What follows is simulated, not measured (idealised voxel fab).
The name of this process module is voxel wiring stack.
Square cell edge 5 nm, section width 255 nm, ID cut.
Just so we're on the same page, the cross-sections are grids of square cells, and they're listed out in bands top to bottom, each band one or more rows deep.
Each band's line starts with the height of the band's top and of its bottom, in nm. Then come its materials from left to right, each with its width in nm. One material with "everywhere" fills the band from edge to edge. "air" is empty space.
Beneath 0, the wafer as received is one material, and that level is where height counting begins. The lowest band goes on downward without a bottom; it is written like "top 0, no bottom".
It should be noted that a width expressed as "30..40" varies in equal increments from row to row of cells within the band, taking the value of the first number at the top row and that of the second number at the bottom row.
Key: "stayed the same" - step with no changed cell in the cross-section.
"Enclosed void inventory": sealed empty spaces, 8 cells or more, no open way to top, listed width x height at distance, with distance from the left edge and width, height and distance in nm.
Whatever follows a step's settings on its line is a remark the simulator itself makes about that step.
What "overlay nm" on a step's line means: if the step has a mask, that mask lay this far to the right of its planned place, or, when the value is negative, to the left.

Steps planned for the process
1: RECEIVE | material Si
2: CONFORMAL_DEP | material SiO2 | thk nm 15
3: CONFORMAL_DEP | material SiN | thk nm 5
4: DIRECTIONAL_DEP | material lowk | thk nm 25
5: MASKED_ETCH | tone open | mask id METAL_1 | width nm 30 | pitch nm 50 | etch materials lowk | depth nm 25 | overlay nm 0
6: MASKED_ETCH | tone open | mask id METAL_1 | width nm 30 | pitch nm 50 | etch materials SiN | depth nm 5 | overlay nm 0
7: CONFORMAL_DEP | material TiN | thk nm 5
8: FILL_DEP | material Cu | thk nm 10
9: CMP | height nm 45
10: CONFORMAL_DEP | material SiCN | thk nm 5
11: DIRECTIONAL_DEP | material SiO2 | thk nm 25
12: MASKED_ETCH | tone open | mask id METAL_2_HOLES | width nm 15 | pitch nm 50 | etch materials SiO2 | depth nm 25 | overlay nm 0
13: MASKED_ETCH | tone open | mask id METAL_2 | width nm 30 | pitch nm 50 | etch materials SiO2 | depth nm 15 | overlay nm 0
14: MASKED_ETCH | tone open | mask id METAL_2 | width nm 30 | pitch nm 50 | etch materials SiCN | depth nm 5 | overlay nm 0
15: CONFORMAL_DEP | material TiN | thk nm 5
16: FILL_DEP | material Cu | thk nm 10
17: CMP | height nm 75
18: CONFORMAL_DEP | material SiCN | thk nm 5
19: DIRECTIONAL_DEP | material lowk | thk nm 30
20: MASKED_ETCH | tone open | mask id METAL_3 | width nm 30 | pitch nm 50 | etch materials lowk | depth nm 15 | overlay nm 0
21: MASKED_ETCH | tone open | mask id METAL_3_HOLES | width nm 15 | pitch nm 50 | etch materials lowk | depth nm 15 | overlay nm 0
22: MASKED_ETCH | tone open | mask id METAL_3_HOLES | width nm 15 | pitch nm 50 | etch materials SiCN | depth nm 5 | overlay nm 0
23: CONFORMAL_DEP | material TiN | thk nm 5
24: FILL_DEP | material Cu | thk nm 5
25: CMP | height nm 110
26: CONFORMAL_DEP | material SiN | thk nm 5

Cross-section of the wafer at receipt, which is the condition after step 1
> top 0, no bottom | Si everywhere
> Enclosed void inventory: none

As-planned run: cross-section of the first of two wafers at end of module
> top 115, bottom 110 | SiN everywhere
> top 110, bottom 100 | lowk 35, then TiN 5, then Cu 20, then TiN 5, then lowk 20, then TiN 5, then Cu 20, then TiN 5, then lowk 20, then TiN 5, then Cu 20, then TiN 5, then lowk 20, then TiN 5, then Cu 20, then TiN 5, then lowk 40
> top 100, bottom 95 | lowk 35, then TiN 5, then Cu 5, then TiN 20, then lowk 20, then TiN 5, then Cu 5, then TiN 20, then lowk 20, then TiN 5, then Cu 5, then TiN 20, then lowk 20, then TiN 5, then Cu 5, then TiN 20, then lowk 40
> top 95, bottom 80 | lowk 35, then TiN 5, then Cu 5, then TiN 5, then lowk 35, then TiN 5, then Cu 5, then TiN 5, then lowk 35, then TiN 5, then Cu 5, then TiN 5, then lowk 35, then TiN 5, then Cu 5, then TiN 5, then lowk 55
> top 80, bottom 75 | SiCN 35, then TiN 15, then SiCN 35, then TiN 15, then SiCN 35, then TiN 15, then SiCN 35, then TiN 15, then SiCN 55
> top 75, bottom 65 | SiO2 35, then TiN 5, then Cu 20, then TiN 5, then SiO2 20, then TiN 5, then Cu 20, then TiN 5, then SiO2 20, then TiN 5, then Cu 20, then TiN 5, then SiO2 20, then TiN 5, then Cu 20, then TiN 5, then SiO2 40
> top 65, bottom 60 | SiO2 35, then TiN 5, then Cu 5, then TiN 20, then SiO2 20, then TiN 5, then Cu 5, then TiN 20, then SiO2 20, then TiN 5, then Cu 5, then TiN 20, then SiO2 20, then TiN 5, then Cu 5, then TiN 20, then SiO2 40
> top 60, bottom 50 | SiO2 35, then TiN 5, then Cu 5, then TiN 5, then SiO2 35, then TiN 5, then Cu 5, then TiN 5, then SiO2 35, then TiN 5, then Cu 5, then TiN 5, then SiO2 35, then TiN 5, then Cu 5, then TiN 5, then SiO2 55
> top 50, bottom 45 | SiCN 35, then TiN 15, then SiCN 35, then TiN 15, then SiCN 35, then TiN 15, then SiCN 35, then TiN 15, then SiCN 55
> top 45, bottom 20 | lowk 35, then TiN 5, then Cu 20, then TiN 5, then lowk 20, then TiN 5, then Cu 20, then TiN 5, then lowk 20, then TiN 5, then Cu 20, then TiN 5, then lowk 20, then TiN 5, then Cu 20, then TiN 5, then lowk 40
> top 20, bottom 15 | SiN 35, then TiN 30, then SiN 20, then TiN 30, then SiN 20, then TiN 30, then SiN 20, then TiN 30, then SiN 40
> top 15, bottom 0 | SiO2 everywhere
> top 0, no bottom | Si everywhere
> Enclosed void inventory: none

This is the second of the two wafers, cross-sectioned at the end of the module; it started exactly like the first and was given the same plan, but it was run with one mistake
> top 115, bottom 110 | TiN everywhere
> top 110, bottom 100 | lowk 35, then TiN 5, then Cu 20, then TiN 5, then lowk 20, then TiN 5, then Cu 20, then TiN 5, then lowk 20, then TiN 5, then Cu 20, then TiN 5, then lowk 20, then TiN 5, then Cu 20, then TiN 5, then lowk 40
> top 100, bottom 95 | lowk 35, then TiN 5, then Cu 5, then TiN 20, then lowk 20, then TiN 5, then Cu 5, then TiN 20, then lowk 20, then TiN 5, then Cu 5, then TiN 20, then lowk 20, then TiN 5, then Cu 5, then TiN 20, then lowk 40
> top 95, bottom 80 | lowk 35, then TiN 5, then Cu 5, then TiN 5, then lowk 35, then TiN 5, then Cu 5, then TiN 5, then lowk 35, then TiN 5, then Cu 5, then TiN 5, then lowk 35, then TiN 5, then Cu 5, then TiN 5, then lowk 55
> top 80, bottom 75 | SiCN 35, then TiN 15, then SiCN 35, then TiN 15, then SiCN 35, then TiN 15, then SiCN 35, then TiN 15, then SiCN 55
> top 75, bottom 65 | SiO2 35, then TiN 5, then Cu 20, then TiN 5, then SiO2 20, then TiN 5, then Cu 20, then TiN 5, then SiO2 20, then TiN 5, then Cu 20, then TiN 5, then SiO2 20, then TiN 5, then Cu 20, then TiN 5, then SiO2 40
> top 65, bottom 60 | SiO2 35, then TiN 5, then Cu 5, then TiN 20, then SiO2 20, then TiN 5, then Cu 5, then TiN 20, then SiO2 20, then TiN 5, then Cu 5, then TiN 20, then SiO2 20, then TiN 5, then Cu 5, then TiN 20, then SiO2 40
> top 60, bottom 50 | SiO2 35, then TiN 5, then Cu 5, then TiN 5, then SiO2 35, then TiN 5, then Cu 5, then TiN 5, then SiO2 35, then TiN 5, then Cu 5, then TiN 5, then SiO2 35, then TiN 5, then Cu 5, then TiN 5, then SiO2 55
> top 50, bottom 45 | SiCN 35, then TiN 15, then SiCN 35, then TiN 15, then SiCN 35, then TiN 15, then SiCN 35, then TiN 15, then SiCN 55
> top 45, bottom 20 | lowk 35, then TiN 5, then Cu 20, then TiN 5, then lowk 20, then TiN 5, then Cu 20, then TiN 5, then lowk 20, then TiN 5, then Cu 20, then TiN 5, then lowk 20, then TiN 5, then Cu 20, then TiN 5, then lowk 40
> top 20, bottom 15 | SiN 35, then TiN 30, then SiN 20, then TiN 30, then SiN 20, then TiN 30, then SiN 20, then TiN 30, then SiN 40
> top 15, bottom 0 | SiO2 everywhere
> top 0, no bottom | Si everywhere
> Enclosed void inventory: none
In executing the process, a mistake was made relative to the plan: for step 26, the planned setting was not used; the step was instead run as CONFORMAL_DEP | material TiN | thk nm 5
Final difference in cells, second wafer against first, listed per material as more or fewer: SiN -51 | TiN +51
